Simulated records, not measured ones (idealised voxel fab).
Documented hereafter: the process module known as voxel ribs on slabs.
The cross-section on display is named cut; it measures 270 nm wide, and its cells are 5 nm squares.
This document writes a cross-section as a grid whose cells are square, and gives it as bands, listed from the top down; one or more rows of cells form a band. Per band: top height and bottom height in nm, followed by the left-to-right materials and their widths in nm; "full width" marks a single material spanning edge to edge, "blank" marks empty space. Heights are reckoned from 0. Under this level, the received wafer is all of one material. The bottommost band is open-ended downward, for example "z 0 and below". Read "30..40" as a graded width: first number on top, second number at the bottom, same change between each pair of neighbouring rows. For the purposes of this document, the phrase "identical to before" attached to a step denotes that no cell within the cross-section was modified by that step. Empty spaces without an open route to the top, at least 8 cells in extent, make up the entry "Unvented internal voids"; each is given as width x height at distance, where the distance is measured from the left edge, and all are in nm. Whatever follows a step's settings on its line is a remark the simulator itself makes about that step. The line of a step may include "overlay nm". On a step with a mask, this value is how far to the right of its planned place the mask lay. A negative value means the mask lay to the left.
The planned process steps are enumerated hereunder:
| 1 | RECEIVE [material Si] |
| 2 | DIRECTIONAL_DEP [material SiO2] [thk nm 20] |
| 3 | DIRECTIONAL_DEP [material polySi] [thk nm 20] |
| 4 | DIRECTIONAL_DEP [material aC] [thk nm 10] |
| 5 | PATTERN [tone cover] [mask id RIB] [material resist] [width nm 20] [thk nm 30] [overlay nm 0] |
| 6 | DIRECTIONAL_ETCH [etch materials aC] [depth nm 10] |
| 7 | STRIP [etch materials resist] |
| 8 | DIRECTIONAL_ETCH [etch materials polySi] [depth nm 15] |
| 9 | STRIP [etch materials aC] |
| 10 | PATTERN [tone cover] [mask id SLAB] [material resist] [width nm 60] [thk nm 15] [overlay nm 0] |
| 11 | DIRECTIONAL_ETCH [etch materials polySi] [depth nm 5] |
| 12 | STRIP [etch materials resist] |
| 13 | FILL_DEP [material SiO2] [thk nm 25] |
| 14 | CMP [height nm 55] |
| 15 | DIRECTIONAL_DEP [material W] [thk nm 5] |
| 16 | PATTERN [tone cover] [mask id HEATER] [material resist] [width nm 30] [thk nm 20] [overlay nm 0] |
| 17 | DIRECTIONAL_ETCH [etch materials W] [depth nm 5] |
| 18 | STRIP [etch materials resist] |
| 19 | CONFORMAL_DEP [material SiN] [thk nm 5] |
Wafer at receipt (post step 1), cross-section:
> z 0 and below: Si full width
> Unvented internal voids: none
The following cross-section depicts the wafer upon conclusion of the module. Processing commenced from the starting condition illustrated above and adhered to the plan illustrated above, save for one mistake in execution:
> z 65 to 60: 115 nm blank | 40 nm aC | 115 nm blank
> z 60 to 55: 120 nm aC | 30 nm W | 120 nm aC
> z 55 to 40: SiO2 full width
> z 40 to 25: 125 nm SiO2 | 20 nm polySi | 125 nm SiO2
> z 25 to 20: 105 nm SiO2 | 60 nm polySi | 105 nm SiO2
> z 20 to 0: SiO2 full width
> z 0 and below: Si full width
> Unvented internal voids: none
What went wrong in running the wafer? heads up, step 19 didn't go per plan, it actually ran as CONFORMAL_DEP [material aC] [thk nm 5]
